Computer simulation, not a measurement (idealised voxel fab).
Process module name: voxel self aligned vias
The cross-section on display is named cut; it measures 270 nm wide, and its cells are 5 nm squares.
For the purposes of this document, a cross-section shall be understood as a grid of square cells, specified as bands listed in top-to-bottom order, each band consisting of one or more rows of cells. First you get the band's top height and its bottom height, in nm, and then the materials it's made of, left to right, with each width in nm. If you see a single material with "throughout", that one covers the band edge to edge. "air" is empty space. Height is counted from the level 0, under which the received wafer is composed throughout of one material. The lowest of the bands is not closed at the bottom but continues downward, in the notation "0 down". Top row gets the first number, bottom row gets the second, and each row in between changes by the same step: that is how a band width like "30..40" works. "changes: none" means the step left every cell of the cross-section as it was. Look at "Sealed void list" for the closed voids: empty spaces with no open path to the top, sized 8 cells or up. Each is width x height at distance, distance from the left edge, all nm. The remark found on a step's line after its settings is issued by the simulator itself and pertains to that step. A step's line can hold "overlay nm"; with a mask on that step, the setting says how far right of the planned place the mask lay, while a negative setting says it lay to the left.

-- Here's what the planned process steps look like
- 1: RECEIVE | material Si
- 2: CONFORMAL_DEP | material SiO2 | thk nm 15
- 3: CONFORMAL_DEP | material SiCN | thk nm 5
- 4: DIRECTIONAL_DEP | material SiO2 | thk nm 25
- 5: DIRECTIONAL_DEP | material aC | thk nm 15
- 6: PATTERN | tone open | mask id LINES | material resist | width nm 25 | pitch nm 65 | thk nm 35 | overlay nm 0
- 7: DIRECTIONAL_ETCH | etch materials aC | depth nm 15
- 8: STRIP | etch materials resist
- 9: DIRECTIONAL_ETCH | etch materials SiO2 | depth nm 25
- 10: STRIP | etch materials aC
- 11: CONFORMAL_DEP | material TiN | thk nm 5
- 12: FILL_DEP | material W | thk nm 10
- 13: CMP | height nm 45
- 14: SELECTIVE_ETCH | etch materials W Ru TiN | depth nm 10
- 15: FILL_DEP | material SiN | thk nm 10
- 16: CMP | height nm 45
- 17: DIRECTIONAL_DEP | material SiO2 | thk nm 20
- 18: DIRECTIONAL_DEP | material aC | thk nm 15
- 19: PATTERN | tone open | mask id VIAS | material resist | width nm 35 | pitch nm 65 | thk nm 35 | overlay nm 0
- 20: DIRECTIONAL_ETCH | etch materials aC | depth nm 15
- 21: STRIP | etch materials resist
- 22: DIRECTIONAL_ETCH | etch materials SiO2 | depth nm 20
- 23: DIRECTIONAL_ETCH | etch materials SiN | depth nm 10
- 24: STRIP | etch materials aC
- 25: CONFORMAL_DEP | material TiN | thk nm 5
- 26: FILL_DEP | material W | thk nm 10
- 27: CMP | height nm 65
- 28: CONFORMAL_DEP | material SiN | thk nm 5

-- The first of the two wafers, which ran as planned

-- As-received state of the wafer in cross-section, equivalent to post-step 1
- 0 down = Si throughout
- Sealed void list: none

-- Take a look at the wafer's cross-section after step 2
- 15 to 0 = SiO2 throughout
- All layers under 0 are left as they were.

-- Take a look at the wafer's cross-section after step 3
- 20 to 15 = SiCN throughout
- All layers under 15 are left as they were.

-- Take a look at the wafer's cross-section after step 4
- 45 to 20 = SiO2 throughout
- All layers under 20 are left as they were.

-- Take a look at the wafer's cross-section after step 5
- 60 to 45 = aC throughout
- All layers under 45 are left as they were.

-- Take a look at the wafer's cross-section after step 6
- 95 to 60 = resist (90), then air (25), then resist (40), then air (25), then resist (90)
- All layers under 60 are left as they were.

-- Take a look at the wafer's cross-section after step 7
- 80 to 60 = resist (90), then air (25), then resist (40), then air (25), then resist (90)
- 60 to 45 = aC (90), then air (25), then aC (40), then air (25), then aC (90)
- All layers under 45 are left as they were.

-- Take a look at the wafer's cross-section after step 8
- 60 to 45 = aC (90), then air (25), then aC (40), then air (25), then aC (90)
- All layers under 45 are left as they were.

-- Take a look at the wafer's cross-section after step 9
- 60 to 45 = aC (90), then air (25), then aC (40), then air (25), then aC (90)
- 45 to 20 = SiO2 (90), then air (25), then SiO2 (40), then air (25), then SiO2 (90)
- All layers under 20 are left as they were.

-- Take a look at the wafer's cross-section after step 10
- 45 to 20 = SiO2 (90), then air (25), then SiO2 (40), then air (25), then SiO2 (90)
- All layers under 20 are left as they were.

-- Take a look at the wafer's cross-section after step 11
- 50 to 45 = TiN (95), then air (15), then TiN (50), then air (15), then TiN (95)
- 45 to 25 = SiO2 (90), then TiN (5), then air (15), then TiN (5), then SiO2 (40), then TiN (5), then air (15), then TiN (5), then SiO2 (90)
- 25 to 20 = SiO2 (90), then TiN (25), then SiO2 (40), then TiN (25), then SiO2 (90)
- All layers under 20 are left as they were.

-- Take a look at the wafer's cross-section after step 12
- 60 to 50 = W throughout
- 50 to 45 = TiN (95), then W (15), then TiN (50), then W (15), then TiN (95)
- 45 to 25 = SiO2 (90), then TiN (5), then W (15), then TiN (5), then SiO2 (40), then TiN (5), then W (15), then TiN (5), then SiO2 (90)
- All layers under 25 are left as they were.

-- Take a look at the wafer's cross-section after step 13
- 45 to 25 = SiO2 (90), then TiN (5), then W (15), then TiN (5), then SiO2 (40), then TiN (5), then W (15), then TiN (5), then SiO2 (90)
- All layers under 25 are left as they were.

-- Take a look at the wafer's cross-section after step 14
- 45 to 35 = SiO2 (90), then air (25), then SiO2 (40), then air (25), then SiO2 (90)
- All layers under 35 are left as they were.

-- Take a look at the wafer's cross-section after step 15
- 55 to 45 = SiN throughout
- 45 to 35 = SiO2 (90), then SiN (25), then SiO2 (40), then SiN (25), then SiO2 (90)
- All layers under 35 are left as they were.

-- Take a look at the wafer's cross-section after step 16
- 45 to 35 = SiO2 (90), then SiN (25), then SiO2 (40), then SiN (25), then SiO2 (90)
- All layers under 35 are left as they were.

-- Take a look at the wafer's cross-section after step 17
- 65 to 45 = SiO2 throughout
- All layers under 45 are left as they were.

-- Take a look at the wafer's cross-section after step 18
- 80 to 65 = aC throughout
- All layers under 65 are left as they were.

-- Take a look at the wafer's cross-section after step 19
- 115 to 80 = resist (85), then air (35), then resist (30), then air (35), then resist (85)
- All layers under 80 are left as they were.

-- Take a look at the wafer's cross-section after step 20
- 100 to 80 = resist (85), then air (35), then resist (30), then air (35), then resist (85)
- 80 to 65 = aC (85), then air (35), then aC (30), then air (35), then aC (85)
- All layers under 65 are left as they were.

-- Take a look at the wafer's cross-section after step 21
- 80 to 65 = aC (85), then air (35), then aC (30), then air (35), then aC (85)
- All layers under 65 are left as they were.

-- Take a look at the wafer's cross-section after step 22
- 80 to 65 = aC (85), then air (35), then aC (30), then air (35), then aC (85)
- 65 to 45 = SiO2 (85), then air (35), then SiO2 (30), then air (35), then SiO2 (85)
- All layers under 45 are left as they were.

-- Take a look at the wafer's cross-section after step 23
- 80 to 65 = aC (85), then air (35), then aC (30), then air (35), then aC (85)
- 65 to 45 = SiO2 (85), then air (35), then SiO2 (30), then air (35), then SiO2 (85)
- 45 to 35 = SiO2 (90), then air (25), then SiO2 (40), then air (25), then SiO2 (90)
- All layers under 35 are left as they were.

-- Take a look at the wafer's cross-section after step 24
- 65 to 45 = SiO2 (85), then air (35), then SiO2 (30), then air (35), then SiO2 (85)
- All layers under 45 are left as they were.

-- Take a look at the wafer's cross-section after step 25
- 70 to 65 = TiN (90), then air (25), then TiN (40), then air (25), then TiN (90)
- 65 to 50 = SiO2 (85), then TiN (5), then air (25), then TiN (5), then SiO2 (30), then TiN (5), then air (25), then TiN (5), then SiO2 (85)
- 50 to 40 = SiO2 (85..90), then TiN (10..5), then air (15), then TiN (10..5), then SiO2 (30..40), then TiN (10..5), then air (15), then TiN (10..5), then SiO2 (85..90)
- 40 to 35 = SiO2 (90), then TiN (25), then SiO2 (40), then TiN (25), then SiO2 (90)
- All layers under 35 are left as they were.

-- Take a look at the wafer's cross-section after step 26
- 80 to 70 = W throughout
- 70 to 65 = TiN (90), then W (25), then TiN (40), then W (25), then TiN (90)
- 65 to 50 = SiO2 (85), then TiN (5), then W (25), then TiN (5), then SiO2 (30), then TiN (5), then W (25), then TiN (5), then SiO2 (85)
- 50 to 40 = SiO2 (85..90), then TiN (10..5), then W (15), then TiN (10..5), then SiO2 (30..40), then TiN (10..5), then W (15), then TiN (10..5), then SiO2 (85..90)
- All layers under 40 are left as they were.

-- Take a look at the wafer's cross-section after step 27
- 65 to 50 = SiO2 (85), then TiN (5), then W (25), then TiN (5), then SiO2 (30), then TiN (5), then W (25), then TiN (5), then SiO2 (85)
- All layers under 50 are left as they were.

-- Take a look at the wafer's cross-section after step 28
- 70 to 65 = SiN throughout
- All layers under 65 are left as they were.

-- Wafer two: like wafer one in start and plan, but with one mistake in execution; identical up to and including step 2

-- Planned end of step 3: second wafer, cross-section
- 40 to 0 = SiO2 throughout
- All layers under 0 are left as they were.

-- Planned end of step 4: second wafer, cross-section
- 45 to 40 = SiCN throughout
- All layers under 40 are left as they were.

-- Planned end of step 5: second wafer, cross-section
- 60 to 45 = aC throughout
- All layers under 45 are left as they were.

-- Planned end of step 6: second wafer, cross-section
- 95 to 60 = resist (90), then air (25), then resist (40), then air (25), then resist (90)
- All layers under 60 are left as they were.

-- Planned end of step 7: second wafer, cross-section
- 80 to 60 = resist (90), then air (25), then resist (40), then air (25), then resist (90)
- 60 to 45 = aC (90), then air (25), then aC (40), then air (25), then aC (90)
- All layers under 45 are left as they were.

-- Planned end of step 8: second wafer, cross-section
- 60 to 45 = aC (90), then air (25), then aC (40), then air (25), then aC (90)
- All layers under 45 are left as they were.

Planned end of step 9: second wafer, cross-section: changes: none

-- Planned end of step 10: second wafer, cross-section
- 45 to 40 = SiCN throughout
- All layers under 40 are left as they were.

-- Planned end of step 11: second wafer, cross-section
- 50 to 45 = TiN throughout
- All layers under 45 are left as they were.

-- Planned end of step 12: second wafer, cross-section
- 60 to 50 = W throughout
- All layers under 50 are left as they were.

-- Planned end of step 13: second wafer, cross-section
- 45 to 40 = SiCN throughout
- All layers under 40 are left as they were.

Planned end of step 14: second wafer, cross-section: changes: none

-- Planned end of step 15: second wafer, cross-section
- 55 to 45 = SiN throughout
- All layers under 45 are left as they were.

-- Planned end of step 16: second wafer, cross-section
- 45 to 40 = SiCN throughout
- All layers under 40 are left as they were.

-- Planned end of step 17: second wafer, cross-section
- 65 to 45 = SiO2 throughout
- All layers under 45 are left as they were.

-- Planned end of step 18: second wafer, cross-section
- 80 to 65 = aC throughout
- All layers under 65 are left as they were.

-- Planned end of step 19: second wafer, cross-section
- 115 to 80 = resist (85), then air (35), then resist (30), then air (35), then resist (85)
- All layers under 80 are left as they were.

-- Planned end of step 20: second wafer, cross-section
- 100 to 80 = resist (85), then air (35), then resist (30), then air (35), then resist (85)
- 80 to 65 = aC (85), then air (35), then aC (30), then air (35), then aC (85)
- All layers under 65 are left as they were.

-- Planned end of step 21: second wafer, cross-section
- 80 to 65 = aC (85), then air (35), then aC (30), then air (35), then aC (85)
- All layers under 65 are left as they were.

-- Planned end of step 22: second wafer, cross-section
- 80 to 65 = aC (85), then air (35), then aC (30), then air (35), then aC (85)
- 65 to 45 = SiO2 (85), then air (35), then SiO2 (30), then air (35), then SiO2 (85)
- All layers under 45 are left as they were.

Planned end of step 23: second wafer, cross-section: changes: none

-- Planned end of step 24: second wafer, cross-section
- 65 to 45 = SiO2 (85), then air (35), then SiO2 (30), then air (35), then SiO2 (85)
- All layers under 45 are left as they were.

-- Planned end of step 25: second wafer, cross-section
- 70 to 65 = TiN (90), then air (25), then TiN (40), then air (25), then TiN (90)
- 65 to 50 = SiO2 (85), then TiN (5), then air (25), then TiN (5), then SiO2 (30), then TiN (5), then air (25), then TiN (5), then SiO2 (85)
- 50 to 45 = SiO2 (85), then TiN (35), then SiO2 (30), then TiN (35), then SiO2 (85)
- All layers under 45 are left as they were.

-- Planned end of step 26: second wafer, cross-section
- 80 to 70 = W throughout
- 70 to 65 = TiN (90), then W (25), then TiN (40), then W (25), then TiN (90)
- 65 to 50 = SiO2 (85), then TiN (5), then W (25), then TiN (5), then SiO2 (30), then TiN (5), then W (25), then TiN (5), then SiO2 (85)
- All layers under 50 are left as they were.

-- Planned end of step 27: second wafer, cross-section
- 65 to 50 = SiO2 (85), then TiN (5), then W (25), then TiN (5), then SiO2 (30), then TiN (5), then W (25), then TiN (5), then SiO2 (85)
- All layers under 50 are left as they were.

-- Planned end of step 28: second wafer, cross-section
- 70 to 65 = SiN throughout
- All layers under 65 are left as they were.
what went wrong: order of steps 3 and 4 inverted relative to the plan
Counted in cells at the end, the second wafer holds more or fewer of these materials than the first: 50 more of SiO2, 26 fewer of TiN, 24 fewer of W
